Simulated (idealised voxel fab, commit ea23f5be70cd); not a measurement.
process module | voxel capacitor over wiring
cross-section cut | 235 nm wide | cells 5 nm
A cross-section is a grid of square cells, given in bands from the top down. A band is one or more rows of cells.
Each band's line starts with the height of the band's top and of its bottom, in nm. Then come its materials from left to right, each with its width in nm. One material with "throughout" fills the band from edge to edge. "air" is empty space.
Height 0 is the level under which the wafer as received is all one material. The lowest band goes on downwards, as in "0 down".
A width such as "30 to 40" changes by the same amount from each row of cells to the next, from the band's top row to its bottom row.
"no change" after a step means that no cell of the cross-section changed.
closed voids: empty space of 8 cells or more with no open way to the top, each as width x height at its distance from the left edge, in nm
after a step's settings: what the simulator itself notes on the step
overlay nm, on a step with a mask: how far to the right of its planned place the mask lay; to the left if negative
plan
1 op RECEIVE | material Si
2 op CONFORMAL_DEP | material SiO2 | thk nm 15
3 op DIRECTIONAL_DEP | material TiN | thk nm 5
4 op DIRECTIONAL_DEP | material W | thk nm 20
5 op DIRECTIONAL_DEP | material aC | thk nm 15
6 op PATTERN | tone cover | mask id METAL_1 | material resist | width nm 25 | pitch nm 85 | thk nm 35 | overlay nm 0
7 op DIRECTIONAL_ETCH | etch materials aC | depth nm 15
8 op STRIP | etch materials resist
9 op DIRECTIONAL_ETCH | etch materials W | depth nm 20
10 op DIRECTIONAL_ETCH | etch materials TiN | depth nm 5
11 op STRIP | etch materials aC
12 op FILL_DEP | material SiO2 | thk nm 10
13 op CMP | height nm 40
14 op CONFORMAL_DEP | material SiCN | thk nm 5
15 op DIRECTIONAL_DEP | material lowk | thk nm 15
16 op MASKED_ETCH | tone open | mask id PLUG_1 | width nm 15 | etch materials lowk | depth nm 15 | overlay nm 0
17 op MASKED_ETCH | tone open | mask id PLUG_1 | width nm 15 | etch materials SiCN | depth nm 5 | overlay nm 0
18 op CONFORMAL_DEP | material TiN | thk nm 5
19 op FILL_DEP | material Ru | thk nm 10
20 op CMP | height nm 60
21 op DIRECTIONAL_DEP | material TiN | thk nm 5
22 op DIRECTIONAL_DEP | material SiN | thk nm 5
23 op DIRECTIONAL_DEP | material TiN | thk nm 10
24 op DIRECTIONAL_DEP | material aC | thk nm 10
25 op PATTERN | tone cover | mask id UPPER_PLATE | material resist | width nm 65 | thk nm 25 | overlay nm 0
26 op DIRECTIONAL_ETCH | etch materials aC | depth nm 10
27 op STRIP | etch materials resist
28 op DIRECTIONAL_ETCH | etch materials TiN | depth nm 10
29 op DIRECTIONAL_ETCH | etch materials SiN | depth nm 5
30 op STRIP | etch materials aC
31 op DIRECTIONAL_DEP | material aC | thk nm 10
32 op PATTERN | tone cover | mask id LOWER_PLATE | material resist | width nm 75 | thk nm 30 | overlay nm -15
33 op DIRECTIONAL_ETCH | etch materials aC | depth nm 10
34 op STRIP | etch materials resist
35 op DIRECTIONAL_ETCH | etch materials TiN | depth nm 5
36 op STRIP | etch materials aC
37 op FILL_DEP | material SiO2 | thk nm 15
38 op CMP | height nm 90
39 op PATTERN | tone open | mask id PLUG_2 | material resist | width nm 15 | thk nm 20 | overlay nm 0
40 op DIRECTIONAL_ETCH | etch materials SiO2 | depth nm 10
41 op STRIP | etch materials resist
42 op CONFORMAL_DEP | material TiN | thk nm 5
43 op FILL_DEP | material Cu | thk nm 5
44 op CMP | height nm 90
45 op CONFORMAL_DEP | material SiN | thk nm 5
varied across the wafers: overlay nm of step 32. The plan shows the first wafer's value. All wafers start alike
first wafer as received, after step 1
  0 down: Si throughout
  closed voids: none
each wafer at the end: cells of each material gained (+) or lost (-) since it was received, then its closed voids
overlay nm -15 | +1 Cu | +3 Ru | +44 SiCN | +60 SiN | +548 SiO2 | +65 TiN | +40 W | +132 lowk | closed voids: none
overlay nm -10 | +1 Cu | +3 Ru | +44 SiCN | +60 SiN | +548 SiO2 | +65 TiN | +40 W | +132 lowk | closed voids: none
overlay nm -5 | +1 Cu | +3 Ru | +44 SiCN | +60 SiN | +548 SiO2 | +65 TiN | +40 W | +132 lowk | closed voids: none
overlay nm 0 | +1 Cu | +3 Ru | +44 SiCN | +60 SiN | +548 SiO2 | +65 TiN | +40 W | +132 lowk | closed voids: none
overlay nm 5 | +1 Cu | +3 Ru | +44 SiCN | +60 SiN | +548 SiO2 | +65 TiN | +40 W | +132 lowk | closed voids: none
overlay nm 10 | +1 Cu | +3 Ru | +44 SiCN | +60 SiN | +548 SiO2 | +65 TiN | +40 W | +132 lowk | closed voids: none
overlay nm 15 | +1 Cu | +3 Ru | +44 SiCN | +60 SiN | +548 SiO2 | +65 TiN | +40 W | +132 lowk | closed voids: none
